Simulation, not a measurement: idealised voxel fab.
voxel self aligned contacts: a process module
Pictured: cross-section cut, 160 nm wide, on a grid of 5 nm square cells.
A cross-section in this document is a grid of square cells, and it is written down as bands, the top band listed before the ones below it; a band is made up of one or more rows of cells. A band entry consists of two parts. The first gives the height of the band's top and the height of its bottom, in nm. The rest lists the band's materials from left to right, each with its width in nm. A single material labelled with the word "throughout" fills the band from edge to edge, and the word "blank" marks empty space. A quick word on heights: they are counted from 0, and under that level the wafer as it came to us is one material throughout. The lowest band is different from the rest in having no bottom; it simply continues downward, written as in "0 -> down". When a width is written as two numbers, as in "30->40", the first number is the width in the top row of cells of the band and the second is the width in its bottom row, and the width changes by the same amount from each row to the next. Any step labelled "nothing altered" changed none of the cells in the cross-section. "Sealed void list": sealed empty spaces, 8 cells or more, no open way to top, listed width x height at distance, with distance from the left edge and width, height and distance in nm. What comes after the settings on a step's line is commentary from the simulator itself on that step. overlay nm: step with mask; distance mask lay right of planned place; negative value = left of planned place.

Steps planned for the process
1,RECEIVE, material Si
2,OXIDIZE, depth nm 5
3,DIRECTIONAL_DEP, material polySi, thk nm 20
4,DIRECTIONAL_DEP, material SiN, thk nm 25
5,DIRECTIONAL_DEP, material aC, thk nm 15
6,PATTERN, tone cover, mask id GATE, material resist, width nm 25, pitch nm 65, thk nm 35, overlay nm 0
7,DIRECTIONAL_ETCH, etch materials aC, depth nm 15
8,STRIP, etch materials resist
9,DIRECTIONAL_ETCH, etch materials SiN, depth nm 25
10,DIRECTIONAL_ETCH, etch materials polySi, depth nm 30
11,STRIP, etch materials aC
12,CONFORMAL_DEP, material SiN, thk nm 10
13,DIRECTIONAL_ETCH, etch materials SiN, depth nm 10
14,FILL_DEP, material SiO2, thk nm 20
15,CMP, height nm 65
16,MASKED_ETCH, tone open, mask id CONTACT, width nm 50, etch materials SiO2, depth nm 70, overlay nm 0
17,CONFORMAL_DEP, material TiN, thk nm 5
18,FILL_DEP, material Ru, thk nm 5
19,CMP, height nm 65
20,CONFORMAL_DEP, material SiN, thk nm 5
Don't read the plan's thk nm for step 3 as applying to every wafer: that's the first wafer's value, and the wafers differ in it, though they all start identical.

As-received state after step 1, first of several wafers, cross-section
  0 -> down = Si throughout
  Sealed void list: none

Per wafer (row), end of module: delta in cells per material since receipt, (+) for gained, (-) for lost; closed voids after that
thk nm 20; +44 Ru; -32 Si; +154 SiN; +206 SiO2; +36 TiN; +40 polySi; Sealed void list: none
thk nm 25; +38 Ru; -32 Si; +162 SiN; +194 SiO2; +36 TiN; +50 polySi; Sealed void list: none
thk nm 30; +32 Ru; -32 Si; +170 SiN; +182 SiO2; +36 TiN; +60 polySi; Sealed void list: none
thk nm 35; +22 Ru; -32 Si; +170 SiN; +164 SiO2; +32 TiN; +92 polySi; Sealed void list: none
thk nm 40; +20 Ru; -32 Si; +170 SiN; +142 SiO2; +24 TiN; +124 polySi; Sealed void list: none
thk nm 45; +18 Ru; -32 Si; +152 SiN; +132 SiO2; +22 TiN; +156 polySi; Sealed void list: none
